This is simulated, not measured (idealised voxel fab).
The document below concerns the process module designated voxel transistor to metal.
This is section cut - it's 215 nm across, gridded in 5 nm square cells.
We lay out every cross-section as a grid of square cells and spell it out in bands from the top down, where one band means one or more rows of cells.
This entry defines a band. It first specifies the height of the band's top and the height of its bottom in nm, and then specifies the band's materials from left to right, stating each material with its width in nm. The word "everywhere" identifies a single material that fills the band from edge to edge, while the word "blank" identifies empty space.
Heads up on the height convention: 0 is the point under which the incoming wafer is all one material, and the lowest band has no bottom, it just keeps going down, like "0 and below".
So if you see something like "30..40" for the width, read it as the top row of the band sitting at the first number and the bottom row at the second, with every row in between moving by the same amount as the last.
Given "left unchanged" for a step, no cell of the cross-section differs between before and after that step.
Basically, "Sealed cavities" tells you about the enclosed voids: empty spaces with no open way to the top, 8 cells or bigger, each written width x height at distance, where distance is from the left edge, all in nm.
If you see something after the settings on a step's line, that's the simulator's own remark about that step.
The "overlay nm" setting may appear on a step's line; for a step that uses a mask, it gives how far to the right of its planned position the mask lay, and a negative value indicates the left.
Planned process steps
1. op RECEIVE | material Si
2. op CONFORMAL_DEP | material SiO2 | thk nm 5
3. op CONFORMAL_DEP | material SiN | thk nm 10
4. op DIRECTIONAL_DEP | material aC | thk nm 15
5. op PATTERN | tone cover | mask id ACTIVE | material resist | width nm 115 | thk nm 30 | overlay nm 0
6. op DIRECTIONAL_ETCH | etch materials aC | depth nm 15
7. op STRIP | etch materials resist
8. op DIRECTIONAL_ETCH | etch materials SiN | depth nm 10
9. op DIRECTIONAL_ETCH | etch materials SiO2 | depth nm 5
10. op DIRECTIONAL_ETCH | etch materials Si | depth nm 25
11. op STRIP | etch materials aC
12. op OXIDIZE | depth nm 5
13. op FILL_DEP | material SiO2 | thk nm 15
14. op CMP | height nm 15
15. op SELECTIVE_ETCH | etch materials SiO2 | depth nm 10
16. op STRIP | etch materials SiN
17. op SELECTIVE_ETCH | etch materials SiO2 | depth nm 5
18. op OXIDIZE | depth nm 5
19. op DIRECTIONAL_DEP | material polySi | thk nm 25
20. op DIRECTIONAL_DEP | material SiCN | thk nm 15
21. op DIRECTIONAL_DEP | material aC | thk nm 15
22. op PATTERN | tone cover | mask id GATE | material resist | width nm 25 | thk nm 35 | overlay nm -15
23. op DIRECTIONAL_ETCH | etch materials aC | depth nm 15
24. op STRIP | etch materials resist
25. op DIRECTIONAL_ETCH | etch materials SiCN | depth nm 25
26. op DIRECTIONAL_ETCH | etch materials polySi | depth nm 35
27. op STRIP | etch materials aC
28. op CONFORMAL_DEP | material SiN | thk nm 10
29. op DIRECTIONAL_ETCH | etch materials SiN | depth nm 10
30. op DIRECTIONAL_ETCH | etch materials SiO2 | depth nm 5
31. op DIRECTIONAL_ETCH | etch materials Si | depth nm 5
32. op EPI | material pSi | thk nm 5
33. op FILL_DEP | material SiO2 | thk nm 10
34. op CMP | height nm 25
35. op STRIP | etch materials polySi
36. op SELECTIVE_ETCH | etch materials SiO2 | depth nm 5
37. op CONFORMAL_DEP | material HfO2 | thk nm 5
38. op CONFORMAL_DEP | material TiN | thk nm 5
39. op FILL_DEP | material W | thk nm 10
40. op CMP | height nm 20
41. op DIRECTIONAL_DEP | material SiO2 | thk nm 15
42. op DIRECTIONAL_DEP | material aC | thk nm 15
43. op PATTERN | tone open | mask id CONTACT | material resist | width nm 20 | pitch nm 75 | thk nm 35 | overlay nm 0
44. op DIRECTIONAL_ETCH | etch materials aC | depth nm 15
45. op STRIP | etch materials resist
46. op DIRECTIONAL_ETCH | etch materials SiO2 | depth nm 40
47. op STRIP | etch materials aC
48. op CONFORMAL_DEP | material TiN | thk nm 5
49. op FILL_DEP | material W | thk nm 10
50. op CMP | height nm 35
51. op DIRECTIONAL_DEP | material TiN | thk nm 5
52. op DIRECTIONAL_DEP | material W | thk nm 25
53. op DIRECTIONAL_DEP | material aC | thk nm 10
54. op PATTERN | tone cover | mask id METAL_1 | material resist | width nm 20 | pitch nm 75 | thk nm 25 | overlay nm 0
55. op DIRECTIONAL_ETCH | etch materials aC | depth nm 10
56. op STRIP | etch materials resist
57. op DIRECTIONAL_ETCH | etch materials W | depth nm 25
58. op DIRECTIONAL_ETCH | etch materials TiN | depth nm 5
59. op STRIP | etch materials aC
60. op FILL_DEP | material SiO2 | thk nm 10
61. op CMP | height nm 65
62. op CONFORMAL_DEP | material SiCN | thk nm 5
63. op DIRECTIONAL_DEP | material SiO2 | thk nm 35
64. op MASKED_ETCH | tone open | mask id METAL_2 | width nm 20 | pitch nm 75 | etch materials SiO2 | depth nm 20 | overlay nm 0
65. op PATTERN | tone open | mask id METAL_2_HOLES | material resist | width nm 15 | pitch nm 75 | thk nm 20 | overlay nm 0
66. op DIRECTIONAL_ETCH | etch materials SiO2 | depth nm 15
67. op DIRECTIONAL_ETCH | etch materials SiCN | depth nm 5
68. op STRIP | etch materials resist
69. op CONFORMAL_DEP | material TiN | thk nm 5
70. op FILL_DEP | material Ru | thk nm 5
71. op CMP | height nm 105
72. op CONFORMAL_DEP | material SiN | thk nm 5
The overlay nm used in step 22 is not the same on every wafer, whereas the starting condition is; the value printed in the plan is the first wafer's.
The first of several wafers as received, shown in cross-section; this is its state after step 1
	0 and below | Si everywhere
	Sealed cavities: none
Row per wafer, end-of-module: cell gain (+)/loss (-) by material since the wafer came in, then closed voids
overlay nm -15 | +15 HfO2 | +20 Ru | -165 Si | +37 SiCN | +59 SiN | +817 SiO2 | +88 TiN | +61 W | +14 pSi | Sealed cavities: none
overlay nm -10 | +15 HfO2 | +20 Ru | -165 Si | +37 SiCN | +59 SiN | +812 SiO2 | +89 TiN | +65 W | +14 pSi | Sealed cavities: none
overlay nm -5 | +15 HfO2 | +20 Ru | -165 Si | +37 SiCN | +59 SiN | +807 SiO2 | +89 TiN | +70 W | +14 pSi | Sealed cavities: none
overlay nm 0 | +15 HfO2 | +20 Ru | -165 Si | +37 SiCN | +59 SiN | +806 SiO2 | +89 TiN | +71 W | +14 pSi | Sealed cavities: none
overlay nm 5 | +15 HfO2 | +20 Ru | -165 Si | +37 SiCN | +59 SiN | +807 SiO2 | +89 TiN | +70 W | +14 pSi | Sealed cavities: none
overlay nm 10 | +15 HfO2 | +20 Ru | -165 Si | +37 SiCN | +59 SiN | +812 SiO2 | +89 TiN | +65 W | +14 pSi | Sealed cavities: none
overlay nm 15 | +15 HfO2 | +20 Ru | -165 Si | +37 SiCN | +59 SiN | +817 SiO2 | +88 TiN | +61 W | +14 pSi | Sealed cavities: none
